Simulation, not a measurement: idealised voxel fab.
The process module presented herein is designated voxel wiring stack.
Cross-sectional view cut (width: 220 nm; square cell size: 5 nm).
The cross-sections in this document take the form of a grid made of square cells. They are written out as bands, in order from top to bottom. Each band consists of one or more rows of cells. Band: top and bottom heights (nm) first, top before bottom; then materials from left to right, widths in nm. "everywhere" marks a sole material filling the band edge to edge. "empty" denotes empty space. Measure heights from 0. That's the level where, below it, the as-received wafer is all one material. The lowest band is bottomless and extends downward; write it as in "z 0 and below". Per-row width for "30->40": begins at first number (top row of band), ends at second number (bottom row), increment between rows held constant. Take "remained unchanged" at face value: in the step it is given for, the cross-section changed in none of its cells. In "Enclosed void catalog" the enclosed voids are listed, meaning empty spaces of 8 cells or larger without any opening to the top. The form is width x height at distance, distance from the left edge, units nm. Note: text after step settings on the step line = simulator remark on that step. A step's line can hold "overlay nm"; with a mask on that step, the setting says how far right of the planned place the mask lay, while a negative setting says it lay to the left.

The process steps that were planned are listed below
step 1: RECEIVE | material Si
step 2: CONFORMAL_DEP | material SiO2 | thk nm 10
step 3: DIRECTIONAL_DEP | material TiN | thk nm 5
step 4: DIRECTIONAL_DEP | material Ru | thk nm 20
step 5: DIRECTIONAL_DEP | material aC | thk nm 10
step 6: PATTERN | tone cover | mask id METAL_1 | material resist | width nm 30 | pitch nm 45 | thk nm 30 | overlay nm 0
step 7: DIRECTIONAL_ETCH | etch materials aC | depth nm 10
step 8: STRIP | etch materials resist
step 9: DIRECTIONAL_ETCH | etch materials Ru | depth nm 20
step 10: DIRECTIONAL_ETCH | etch materials TiN | depth nm 5
step 11: STRIP | etch materials aC
step 12: CONFORMAL_DEP | material SiCN | thk nm 5
step 13: FILL_DEP | material SiO2 | thk nm 5
step 14: CMP | height nm 35
step 15: CONFORMAL_DEP | material SiCN | thk nm 5
step 16: DIRECTIONAL_DEP | material lowk | thk nm 30
step 17: DIRECTIONAL_DEP | material aC | thk nm 10
step 18: PATTERN | tone open | mask id METAL_2_HOLES | material resist | width nm 15 | thk nm 25 | overlay nm -15
step 19: DIRECTIONAL_ETCH | etch materials aC | depth nm 10
step 20: STRIP | etch materials resist
step 21: DIRECTIONAL_ETCH | etch materials lowk | depth nm 30
step 22: STRIP | etch materials aC
step 23: MASKED_ETCH | tone open | mask id METAL_2 | width nm 30 | pitch nm 45 | etch materials lowk | depth nm 15 | overlay nm 0
step 24: MASKED_ETCH | tone open | mask id METAL_2 | width nm 30 | pitch nm 45 | etch materials SiCN | depth nm 5 | overlay nm 0
step 25: CONFORMAL_DEP | material TiN | thk nm 5
step 26: FILL_DEP | material Ru | thk nm 10
step 27: CMP | height nm 70
step 28: CONFORMAL_DEP | material SiCN | thk nm 5
step 29: DIRECTIONAL_DEP | material lowk | thk nm 10
step 30: PATTERN | tone open | mask id PLUG_2 | material resist | width nm 15 | thk nm 20 | overlay nm 0
step 31: DIRECTIONAL_ETCH | etch materials lowk | depth nm 10
step 32: DIRECTIONAL_ETCH | etch materials SiCN | depth nm 5
step 33: STRIP | etch materials resist
step 34: CONFORMAL_DEP | material TiN | thk nm 5
step 35: FILL_DEP | material W | thk nm 5
step 36: CMP | height nm 85
step 37: CONFORMAL_DEP | material SiCN | thk nm 5
step 38: DIRECTIONAL_DEP | material SiO2 | thk nm 15
step 39: PATTERN | tone open | mask id METAL_3 | material resist | width nm 30 | pitch nm 45 | thk nm 15 | overlay nm 0
step 40: DIRECTIONAL_ETCH | etch materials SiO2 | depth nm 15
step 41: DIRECTIONAL_ETCH | etch materials SiCN | depth nm 5
step 42: STRIP | etch materials resist
step 43: CONFORMAL_DEP | material TiN | thk nm 5
step 44: FILL_DEP | material Ru | thk nm 5
step 45: CMP | height nm 105
step 46: EPI | material Ru | thk nm 5
step 47: FILL_DEP | material SiCN | thk nm 5
Variable across wafers: step 18 overlay nm (plan value is that of the first wafer; starting state common to all).

Cross-section: the first of several wafers in its as-received state, i.e. following step 1
    z 0 and below | Si everywhere
    Enclosed void catalog: none

Wafer rows; end of module; cells per material since receipt: (+) gained, (-) lost; then closed voids
overlay nm -15; +113 Ru; +237 SiCN; +296 SiO2; +72 TiN; +2 W; +292 lowk; Enclosed void catalog: none
overlay nm -10; +111 Ru; +236 SiCN; +296 SiO2; +72 TiN; +2 W; +295 lowk; Enclosed void catalog: none
overlay nm -5; +109 Ru; +235 SiCN; +296 SiO2; +72 TiN; +2 W; +298 lowk; Enclosed void catalog: none
overlay nm 0; +108 Ru; +234 SiCN; +296 SiO2; +71 TiN; +2 W; +301 lowk; Enclosed void catalog: none
overlay nm 5; +108 Ru; +234 SiCN; +296 SiO2; +71 TiN; +2 W; +301 lowk; Enclosed void catalog: none
overlay nm 10; +108 Ru; +234 SiCN; +296 SiO2; +71 TiN; +2 W; +301 lowk; Enclosed void catalog: none
overlay nm 15; +108 Ru; +234 SiCN; +296 SiO2; +71 TiN; +2 W; +301 lowk; Enclosed void catalog: none
